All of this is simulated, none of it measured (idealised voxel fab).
Process module, titled voxel transistor to metal
195 nm wide, 5 nm square cells: that's cross-section cut.
How to read a cross-section here: the picture is a grid of square cells, written as bands going from the top down, and any band can span one or more rows of cells.
Band entry format. Leading values: height of top, height of bottom, nm. Remainder: materials in left-to-right order, each with its width in nm. Special words: "all across" on a single material, which then fills the band edge to edge; "blank", empty space.
Height 0 is the level under which the wafer as received is all one material. The lowest band goes on downwards, as in "from 0 down".
The expression "30->40" gives the width at the extremes of the band, the first number at its top row of cells and the second at its bottom row, with the width changing by equal amounts from each row to the next in between.
The cross-section has no changed cell in any step marked "identical to before".
"Voids, fully enclosed" - sealed voids, min. 8 cells, no opening to top; format: width x height at distance (distance from left edge; nm throughout).
Anything after a step's settings on that line? It's the simulator's own note about the step.
overlay nm: right-of-plan distance of the mask on a masked step; negative values mean left-of-plan.
Process steps (planned):
1: RECEIVE with material Si
2: OXIDIZE with depth nm 5
3: CONFORMAL_DEP with material SiN, thk nm 15
4: MASKED_ETCH with tone cover, mask id ACTIVE, width nm 100, etch materials SiN, depth nm 15, overlay nm 0
5: MASKED_ETCH with tone cover, mask id ACTIVE, width nm 90, etch materials SiO2, depth nm 5, overlay nm 0
6: MASKED_ETCH with tone cover, mask id ACTIVE, width nm 100, etch materials Si, depth nm 35, overlay nm 0
7: OXIDIZE with depth nm 5
8: FILL_DEP with material SiO2, thk nm 10
9: CMP with height nm 15
10: SELECTIVE_ETCH with etch materials SiO2, depth nm 5
11: STRIP with etch materials SiN
12: SELECTIVE_ETCH with etch materials SiO2, depth nm 5
13: OXIDIZE with depth nm 5
14: DIRECTIONAL_DEP with material polySi, thk nm 20
15: DIRECTIONAL_DEP with material SiCN, thk nm 15
16: PATTERN with tone cover, mask id GATE, material resist, width nm 20, thk nm 20, overlay nm 0
17: DIRECTIONAL_ETCH with etch materials SiCN, depth nm 25
18: DIRECTIONAL_ETCH with etch materials polySi, depth nm 30
19: STRIP with etch materials resist
20: CONFORMAL_DEP with material SiO2, thk nm 5
21: DIRECTIONAL_ETCH with etch materials SiO2, depth nm 5
22: CONFORMAL_DEP with material SiN, thk nm 10
23: DIRECTIONAL_ETCH with etch materials SiN, depth nm 10
24: DIRECTIONAL_ETCH with etch materials SiO2, depth nm 5
25: EPI with material nSi, thk nm 5
26: FILL_DEP with material SiO2, thk nm 5
27: CMP with height nm 30
28: DIRECTIONAL_DEP with material SiO2, thk nm 15
29: MASKED_ETCH with tone open, mask id CONTACT, width nm 25, pitch nm 55, etch materials SiO2, depth nm 50, overlay nm 0
30: CONFORMAL_DEP with material TiN, thk nm 5
31: FILL_DEP with material W, thk nm 5
32: CMP with height nm 45
33: DIRECTIONAL_DEP with material TiN, thk nm 5
34: DIRECTIONAL_DEP with material Ru, thk nm 15
35: DIRECTIONAL_DEP with material aC, thk nm 10
36: PATTERN with tone cover, mask id METAL_1, material resist, width nm 15, pitch nm 65, thk nm 30, overlay nm 0
37: DIRECTIONAL_ETCH with etch materials aC, depth nm 10
38: STRIP with etch materials resist
39: DIRECTIONAL_ETCH with etch materials Ru, depth nm 15
40: DIRECTIONAL_ETCH with etch materials TiN, depth nm 5
41: STRIP with etch materials aC
42: CONFORMAL_DEP with material SiCN, thk nm 5
43: FILL_DEP with material lowk, thk nm 5
44: CMP with height nm 65
45: CONFORMAL_DEP with material SiN, thk nm 5
Wafer-to-wafer difference: width nm, step 5. Common start. Plan = first wafer's value.
As received, i.e. after step 1: cross-section through the first of several wafers:
	from 0 down = Si all across
	Voids, fully enclosed: none
Cross-section, first of several wafers, end of module, after last step 45:
	from 70 to 65 = SiN all across
	from 65 to 50 = lowk 50 | SiCN 5 | Ru 15 | SiCN 5 | lowk 40 | SiCN 5 | Ru 15 | SiCN 5 | lowk 55
	from 50 to 45 = SiCN 55 | TiN 15 | SiCN 50 | TiN 15 | SiCN 60
	from 45 to 35 = SiO2 55 | TiN 5 | W 15 | TiN 5 | SiO2 30 | TiN 5 | W 15 | TiN 5 | SiO2 60
	from 35 to 30 = SiO2 55 | TiN 5 | W 5 | TiN 15 | SiO2 30 | TiN 15 | W 5 | TiN 5 | SiO2 60
	from 30 to 15 = SiO2 55 | TiN 5 | W 5 | TiN 5 | SiN 10 | SiO2 5 | SiCN 20 | SiO2 5 | SiN 10 | TiN 5 | W 5 | TiN 5 | SiO2 60
	from 15 to 5 = SiO2 55 | TiN 5 | W 5 | TiN 5 | SiN 10 | SiO2 5 | polySi 20 | SiO2 5 | SiN 10 | TiN 5 | W 5 | TiN 5 | SiO2 60
	from 5 to 0 = SiO2 45 | SiN 10 | TiN 5 | W 5 | TiN 5 | SiN 10 | SiO2 5 | polySi 20 | SiO2 5 | SiN 10 | TiN 5 | W 5 | TiN 5 | SiN 10 | SiO2 50
	from 0 to -5 = SiO2 45 | SiN 10 | TiN 15 | SiN 10 | SiO2 5 | polySi 20 | SiO2 5 | SiN 10 | TiN 15 | SiN 10 | SiO2 50
	from -5 to -10 = SiO2 55 | nSi 15 | SiO2 50 | nSi 15 | SiO2 60
	from -10 to -45 = SiO2 50 | Si 90 | SiO2 55
	from -45 down = Si all across
	Voids, fully enclosed: none
Here we cross-sectioned the last of the wafers once the module was done:
	from 70 to 65 = SiN all across
	from 65 to 50 = lowk 50 | SiCN 5 | Ru 15 | SiCN 5 | lowk 40 | SiCN 5 | Ru 15 | SiCN 5 | lowk 55
	from 50 to 45 = SiCN 55 | TiN 15 | SiCN 50 | TiN 15 | SiCN 60
	from 45 to 35 = SiO2 55 | TiN 5 | W 15 | TiN 5 | SiO2 30 | TiN 5 | W 15 | TiN 5 | SiO2 60
	from 35 to 30 = SiO2 55 | TiN 5 | W 5 | TiN 15 | SiO2 30 | TiN 15 | W 5 | TiN 5 | SiO2 60
	from 30 to 15 = SiO2 55 | TiN 5 | W 5 | TiN 5 | SiN 10 | SiO2 5 | SiCN 20 | SiO2 5 | SiN 10 | TiN 5 | W 5 | TiN 5 | SiO2 60
	from 15 to 5 = SiO2 55 | TiN 5 | W 5 | TiN 5 | SiN 10 | SiO2 5 | polySi 20 | SiO2 5 | SiN 10 | TiN 5 | W 5 | TiN 5 | SiO2 60
	from 5 to 0 = SiO2 45 | SiN 10 | TiN 5 | W 5 | TiN 5 | SiN 10 | SiO2 5 | polySi 20 | SiO2 5 | SiN 10 | TiN 5 | W 5 | TiN 5 | SiN 10 | SiO2 50
	from 0 to -5 = SiO2 45 | SiN 10 | TiN 15 | SiN 10 | SiO2 5 | polySi 20 | SiO2 5 | SiN 10 | TiN 15 | SiN 10 | SiO2 50
	from -5 to -10 = SiO2 55 | nSi 15 | SiO2 50 | nSi 15 | SiO2 60
	from -10 to -45 = SiO2 45 | Si 105 | SiO2 45
	from -45 down = Si all across
	Voids, fully enclosed: none
Basically each wafer gets a line in the table, showing it at the end of the module: material by material, the cells it gained (+) or lost (-) since we got it, then its closed voids:
width nm 90 | +18 Ru | -225 Si | +57 SiCN | +75 SiN | +434 SiO2 | +52 TiN | +26 W | +87 lowk | +6 nSi | +16 polySi | Voids, fully enclosed: none
width nm 95 | +18 Ru | -225 Si | +57 SiCN | +75 SiN | +434 SiO2 | +52 TiN | +26 W | +87 lowk | +6 nSi | +16 polySi | Voids, fully enclosed: none
width nm 100 | +18 Ru | -225 Si | +57 SiCN | +75 SiN | +434 SiO2 | +52 TiN | +26 W | +87 lowk | +6 nSi | +16 polySi | Voids, fully enclosed: none
width nm 105 | +18 Ru | -218 Si | +57 SiCN | +75 SiN | +427 SiO2 | +52 TiN | +26 W | +87 lowk | +6 nSi | +16 polySi | Voids, fully enclosed: none
width nm 110 | +18 Ru | -211 Si | +57 SiCN | +75 SiN | +420 SiO2 | +52 TiN | +26 W | +87 lowk | +6 nSi | +16 polySi | Voids, fully enclosed: none
width nm 115 | +18 Ru | -204 Si | +57 SiCN | +75 SiN | +413 SiO2 | +52 TiN | +26 W | +87 lowk | +6 nSi | +16 polySi | Voids, fully enclosed: none
